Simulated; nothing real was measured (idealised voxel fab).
Process module, titled voxel transistor to metal
This is section cut - it's 295 nm across, gridded in 5 nm square cells.
Cross-section = grid of square cells, listed top down in bands; band = one or more rows.
Heights first: top, then bottom, in nm. Then materials, left to right, each with a width in nm. "all across" on a single material: fills the band edge to edge. "blank": empty space.
Height 0 is the level under which the wafer as received is all one material. The lowest band goes on downwards, as in "z 0 and below".
Width "30..40": first value at the band's top row of cells, second value at its bottom row, equal change from row to row.
Where the words "nothing was modified" appear for a step, the cross-section shows no cell changed by that step; every cell remained as before.
"Non-vented voids" means: voids of 8 cells or more that are shut off from the top with no open way through. Written width x height at distance, distance from the left edge, in nm.
That trailing text on a step's line, after the settings, is the simulator's own remark on the step.
A step line may carry the setting "overlay nm", which, for steps involving a mask, states the distance by which the mask lay to the right of its intended position; negative values denote displacement to the left.
LISTED BELOW ARE THE PROCESS STEPS AS PLANNED
1: RECEIVE with material Si
2: CONFORMAL_DEP with material SiO2, thk nm 5
3: CONFORMAL_DEP with material SiN, thk nm 10
4: MASKED_ETCH with tone cover, mask id ACTIVE, width nm 115, pitch nm 135, etch materials SiN, depth nm 10, overlay nm 0
5: MASKED_ETCH with tone cover, mask id ACTIVE, width nm 115, pitch nm 135, etch materials SiO2, depth nm 5, overlay nm 0
6: MASKED_ETCH with tone cover, mask id ACTIVE, width nm 115, pitch nm 135, etch materials Si, depth nm 20, overlay nm 0
7: FILL_DEP with material SiO2, thk nm 15
8: CMP with height nm 15
9: SELECTIVE_ETCH with etch materials SiO2, depth nm 10
10: STRIP with etch materials SiN
11: SELECTIVE_ETCH with etch materials SiO2, depth nm 5
12: OXIDIZE with depth nm 5
13: DIRECTIONAL_DEP with material polySi, thk nm 30
14: DIRECTIONAL_DEP with material SiCN, thk nm 15
15: DIRECTIONAL_DEP with material aC, thk nm 15
16: PATTERN with tone cover, mask id GATE, material resist, width nm 25, pitch nm 135, thk nm 35, overlay nm 0
17: DIRECTIONAL_ETCH with etch materials aC, depth nm 15
18: STRIP with etch materials resist
19: DIRECTIONAL_ETCH with etch materials SiCN, depth nm 25
20: DIRECTIONAL_ETCH with etch materials polySi, depth nm 40
21: STRIP with etch materials aC
22: CONFORMAL_DEP with material SiO2, thk nm 5
23: DIRECTIONAL_ETCH with etch materials SiO2, depth nm 5
24: CONFORMAL_DEP with material SiN, thk nm 10
25: DIRECTIONAL_ETCH with etch materials SiN, depth nm 10
26: DIRECTIONAL_ETCH with etch materials SiO2, depth nm 5
27: DIRECTIONAL_ETCH with etch materials Si, depth nm 10
28: EPI with material SiGe, thk nm 10
29: FILL_DEP with material SiO2, thk nm 5
30: CMP with height nm 30
31: STRIP with etch materials polySi
32: SELECTIVE_ETCH with etch materials SiO2, depth nm 5
33: CONFORMAL_DEP with material HfO2, thk nm 5
34: CONFORMAL_DEP with material TiN, thk nm 5
35: FILL_DEP with material W, thk nm 10
36: CMP with height nm 25
37: DIRECTIONAL_DEP with material SiO2, thk nm 10
38: MASKED_ETCH with tone open, mask id CONTACT, width nm 20, etch materials SiO2, depth nm 40, overlay nm 0
39: CONFORMAL_DEP with material TiN, thk nm 5
40: FILL_DEP with material W, thk nm 5
41: CMP with height nm 35
42: CONFORMAL_DEP with material SiN, thk nm 5
43: DIRECTIONAL_DEP with material lowk, thk nm 15
44: MASKED_ETCH with tone open, mask id METAL_1, width nm 20, etch materials lowk, depth nm 15, overlay nm 0
45: MASKED_ETCH with tone open, mask id METAL_1, width nm 20, etch materials SiN, depth nm 5, overlay nm 0
46: CONFORMAL_DEP with material TiN, thk nm 5
47: FILL_DEP with material Cu, thk nm 10
48: CMP with height nm 55
49: CONFORMAL_DEP with material SiCN, thk nm 5
50: DIRECTIONAL_DEP with material lowk, thk nm 30
51: DIRECTIONAL_DEP with material aC, thk nm 10
52: PATTERN with tone open, mask id METAL_2_HOLES, material resist, width nm 15, pitch nm 135, thk nm 30, overlay nm 0
53: DIRECTIONAL_ETCH with etch materials aC, depth nm 10
54: STRIP with etch materials resist
55: DIRECTIONAL_ETCH with etch materials lowk, depth nm 30
56: STRIP with etch materials aC
57: PATTERN with tone open, mask id METAL_2, material resist, width nm 20, pitch nm 135, thk nm 15, overlay nm 0
58: DIRECTIONAL_ETCH with etch materials lowk, depth nm 15
59: DIRECTIONAL_ETCH with etch materials SiCN, depth nm 5
60: STRIP with etch materials resist
61: CONFORMAL_DEP with material TiN, thk nm 5
62: FILL_DEP with material Ru, thk nm 10
63: CMP with height nm 90
64: CONFORMAL_DEP with material SiCN, thk nm 5
AS RECEIVED (POST STEP 1): CROSS-SECTION
- z 0 and below | Si all across
- Non-vented voids: none
WAFER AT MODULE END, IN SECTION. BEGAN AS ABOVE, PLANNED AS ABOVE, RUN WITH ONE MISTAKE
- z 95 to 90 | SiCN all across
- z 90 to 80 | lowk: 25 | TiN: 5 | Ru: 10 | TiN: 5 | lowk: 115 | TiN: 5 | Ru: 10 | TiN: 5 | lowk: 115
- z 80 to 75 | lowk: 25 | TiN: 5 | Ru: 5 | TiN: 10 | lowk: 115 | TiN: 5 | Ru: 5 | TiN: 10 | lowk: 115
- z 75 to 65 | lowk: 25 | TiN: 5 | Ru: 5 | TiN: 5 | lowk: 120 | TiN: 5 | Ru: 5 | TiN: 5 | lowk: 120
- z 65 to 60 | lowk: 25 | TiN: 15 | lowk: 120 | TiN: 15 | lowk: 120
- z 60 to 55 | TiN all across
- z 55 to 40 | lowk: 25 | TiN: 5 | Cu: 10 | TiN: 5 | lowk: 65 | TiN: 5 | Cu: 10 | TiN: 5 | lowk: 30 | TiN: 5 | Cu: 10 | TiN: 5 | lowk: 65 | TiN: 5 | Cu: 10 | TiN: 5 | lowk: 30
- z 40 to 35 | SiN: 25 | TiN: 20 | SiN: 65 | TiN: 20 | SiN: 30 | TiN: 20 | SiN: 65 | TiN: 20 | SiN: 30
- z 35 to 25 | SiO2: 25 | TiN: 5 | W: 10 | TiN: 5 | SiO2: 65 | TiN: 5 | W: 10 | TiN: 5 | SiO2: 30 | TiN: 5 | W: 10 | TiN: 5 | SiO2: 65 | TiN: 5 | W: 10 | TiN: 5 | SiO2: 30
- z 25 to 10 | SiO2: 25 | TiN: 5 | W: 10 | TiN: 5 | SiO2: 5 | SiN: 10 | HfO2: 5 | TiN: 5 | W: 15 | TiN: 5 | HfO2: 5 | SiN: 10 | SiO2: 5 | TiN: 5 | W: 10 | TiN: 5 | SiO2: 30 | TiN: 5 | W: 10 | TiN: 5 | SiO2: 5 | SiN: 10 | HfO2: 5 | TiN: 5 | W: 15 | TiN: 5 | HfO2: 5 | SiN: 10 | SiO2: 5 | TiN: 5 | W: 10 | TiN: 5 | SiO2: 30
- z 10 to 5 | SiO2: 25 | TiN: 5 | W: 5 | TiN: 10 | SiO2: 5 | SiN: 10 | HfO2: 5 | TiN: 5 | W: 15 | TiN: 5 | HfO2: 5 | SiN: 10 | SiO2: 5 | TiN: 10 | W: 5 | TiN: 5 | SiO2: 30 | TiN: 5 | W: 5 | TiN: 10 | SiO2: 5 | SiN: 10 | HfO2: 5 | TiN: 5 | W: 15 | TiN: 5 | HfO2: 5 | SiN: 10 | SiO2: 5 | TiN: 10 | W: 5 | TiN: 5 | SiO2: 30
- z 5 to 0 | SiO2: 25 | TiN: 5 | W: 5 | TiN: 5 | SiGe: 10 | SiN: 10 | HfO2: 5 | TiN: 25 | HfO2: 5 | SiN: 10 | SiGe: 10 | TiN: 5 | W: 5 | TiN: 5 | SiO2: 30 | TiN: 5 | W: 5 | TiN: 5 | SiGe: 10 | SiN: 10 | HfO2: 5 | TiN: 25 | HfO2: 5 | SiN: 10 | SiGe: 10 | TiN: 5 | W: 5 | TiN: 5 | SiO2: 30
- z 0 to -5 | SiO2: 25 | TiN: 15 | SiGe: 10 | SiO2: 10 | HfO2: 35 | SiO2: 10 | SiGe: 10 | TiN: 15 | SiO2: 30 | TiN: 15 | SiGe: 10 | SiO2: 10 | HfO2: 35 | SiO2: 10 | SiGe: 10 | TiN: 15 | SiO2: 30
- z -5 to -15 | SiO2: 20 | SiGe: 30 | Si: 55 | SiGe: 30 | SiO2: 20 | SiGe: 30 | Si: 55 | SiGe: 30 | SiO2: 25
- z -15 to -20 | SiO2: 20 | Si: 115 | SiO2: 20 | Si: 115 | SiO2: 25
- z -20 and below | Si all across
- Non-vented voids: none
The plan and the run diverged here: for step 49, the planned setting was not used; the step was instead run as CONFORMAL_DEP with material TiN, thk nm 5
